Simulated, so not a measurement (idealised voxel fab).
process module | voxel self aligned contacts
cross-section cut | 300 nm wide | cells 5 nm
A cross-section is a grid of square cells, given in bands from the top down. A band is one or more rows of cells.
Each band's line starts with the height of the band's top and of its bottom, in nm. Then come its materials from left to right, each with its width in nm. One material with "throughout" fills the band from edge to edge. "air" is empty space.
Height 0 is the level under which the wafer as received is all one material. The lowest band goes on downwards, as in "0 down".
A width such as "30 to 40" changes by the same amount from each row of cells to the next, from the band's top row to its bottom row.
"no change" after a step means that no cell of the cross-section changed.
closed voids: empty space of 8 cells or more with no open way to the top, each as width x height at its distance from the left edge, in nm
after a step's settings: what the simulator itself notes on the step
overlay nm, on a step with a mask: how far to the right of its planned place the mask lay; to the left if negative
plan
1 op RECEIVE | material Si
2 op CONFORMAL_DEP | material SiO2 | thk nm 5
3 op DIRECTIONAL_DEP | material polySi | thk nm 20
4 op DIRECTIONAL_DEP | material SiN | thk nm 25
5 op MASKED_ETCH | tone cover | mask id GATE | width nm 30 | pitch nm 75 | etch materials SiN | depth nm 25 | overlay nm 0
6 op MASKED_ETCH | tone cover | mask id GATE | width nm 30 | pitch nm 75 | etch materials polySi | depth nm 20 | overlay nm 0
7 op CONFORMAL_DEP | material SiN | thk nm 10
8 op DIRECTIONAL_ETCH | etch materials SiN | depth nm 10
9 op FILL_DEP | material SiO2 | thk nm 15
10 op CMP | height nm 60
11 op DIRECTIONAL_DEP | material aC | thk nm 15
12 op PATTERN | tone open | mask id CONTACT | material resist | width nm 55 | thk nm 30 | overlay nm 0
13 op DIRECTIONAL_ETCH | etch materials aC | depth nm 15
14 op STRIP | etch materials resist
15 op DIRECTIONAL_ETCH | etch materials SiO2 | depth nm 60
16 op STRIP | etch materials aC
17 op CONFORMAL_DEP | material TiN | thk nm 5
18 op FILL_DEP | material W | thk nm 10
19 op CMP | height nm 60
20 op CONFORMAL_DEP | material SiN | thk nm 5
first wafer, as planned
as received, after step 1
  0 down: Si throughout
  closed voids: none
after step 2
  5 to 0: SiO2 throughout
  below 0: unchanged
after step 3
  25 to 5: polySi throughout
  below 5: unchanged
after step 4
  50 to 25: SiN throughout
  below 25: unchanged
after step 5
  50 to 25: air 95 | SiN 30 | air 45 | SiN 30 | air 100
  below 25: unchanged
after step 6
  50 to 25: air 95 | SiN 30 | air 45 | SiN 30 | air 100
  25 to 5: air 95 | polySi 30 | air 45 | polySi 30 | air 100
  below 5: unchanged
after step 7
  60 to 25: air 85 | SiN 50 | air 25 | SiN 50 | air 90
  25 to 15: air 85 | SiN 10 | polySi 30 | SiN 10 | air 25 | SiN 10 | polySi 30 | SiN 10 | air 90
  15 to 5: SiN 95 | polySi 30 | SiN 45 | polySi 30 | SiN 100
  below 5: unchanged
after step 8
  50 to 25: air 85 | SiN 50 | air 25 | SiN 50 | air 90
  25 to 5: air 85 | SiN 10 | polySi 30 | SiN 10 | air 25 | SiN 10 | polySi 30 | SiN 10 | air 90
  below 5: unchanged
after step 9
  65 to 50: SiO2 throughout
  50 to 25: SiO2 85 | SiN 50 | SiO2 25 | SiN 50 | SiO2 90
  25 to 5: SiO2 85 | SiN 10 | polySi 30 | SiN 10 | SiO2 25 | SiN 10 | polySi 30 | SiN 10 | SiO2 90
  below 5: unchanged
after step 10
  60 to 50: SiO2 throughout
  below 50: unchanged
after step 11
  75 to 60: aC throughout
  below 60: unchanged
after step 12
  105 to 75: resist 120 | air 55 | resist 125
  below 75: unchanged
after step 13
  90 to 75: resist 120 | air 55 | resist 125
  75 to 60: aC 120 | air 55 | aC 125
  below 60: unchanged
after step 14
  75 to 60: aC 120 | air 55 | aC 125
  below 60: unchanged
after step 15
  75 to 60: aC 120 | air 55 | aC 125
  60 to 50: SiO2 120 | air 55 | SiO2 125
  50 to 25: SiO2 85 | SiN 50 | air 25 | SiN 50 | SiO2 90
  25 to 5: SiO2 85 | SiN 10 | polySi 30 | SiN 10 | air 25 | SiN 10 | polySi 30 | SiN 10 | SiO2 90
  5 to 0: SiO2 135 | air 25 | SiO2 140
  below 0: unchanged
after step 16
  60 to 50: SiO2 120 | air 55 | SiO2 125
  below 50: unchanged
after step 17
  65 to 60: TiN 125 | air 45 | TiN 130
  60 to 50: SiO2 120 | TiN 5 to 20 | air 45 to 15 | TiN 5 to 20 | SiO2 125
  50 to 25: SiO2 85 | SiN 50 | TiN 5 | air 15 | TiN 5 | SiN 50 | SiO2 90
  25 to 5: SiO2 85 | SiN 10 | polySi 30 | SiN 10 | TiN 5 | air 15 | TiN 5 | SiN 10 | polySi 30 | SiN 10 | SiO2 90
  5 to 0: SiO2 135 | TiN 25 | SiO2 140
  below 0: unchanged
after step 18
  75 to 65: W throughout
  65 to 60: TiN 125 | W 45 | TiN 130
  60 to 50: SiO2 120 | TiN 5 to 20 | W 45 to 15 | TiN 5 to 20 | SiO2 125
  50 to 25: SiO2 85 | SiN 50 | TiN 5 | W 15 | TiN 5 | SiN 50 | SiO2 90
  25 to 5: SiO2 85 | SiN 10 | polySi 30 | SiN 10 | TiN 5 | W 15 | TiN 5 | SiN 10 | polySi 30 | SiN 10 | SiO2 90
  below 5: unchanged
after step 19
  60 to 50: SiO2 120 | TiN 5 to 20 | W 45 to 15 | TiN 5 to 20 | SiO2 125
  below 50: unchanged
after step 20
  65 to 60: SiN throughout
  below 60: unchanged
second wafer: like start, like plan, one mistake. Through step 18 it matches the first wafer
when step 19 should have ended: no change
when step 20 should have ended
  80 to 75: SiN throughout
  below 75: unchanged
what went wrong: step 19 was left out
at the end the second wafer has, in cells: 51 more of TiN | 129 more of W
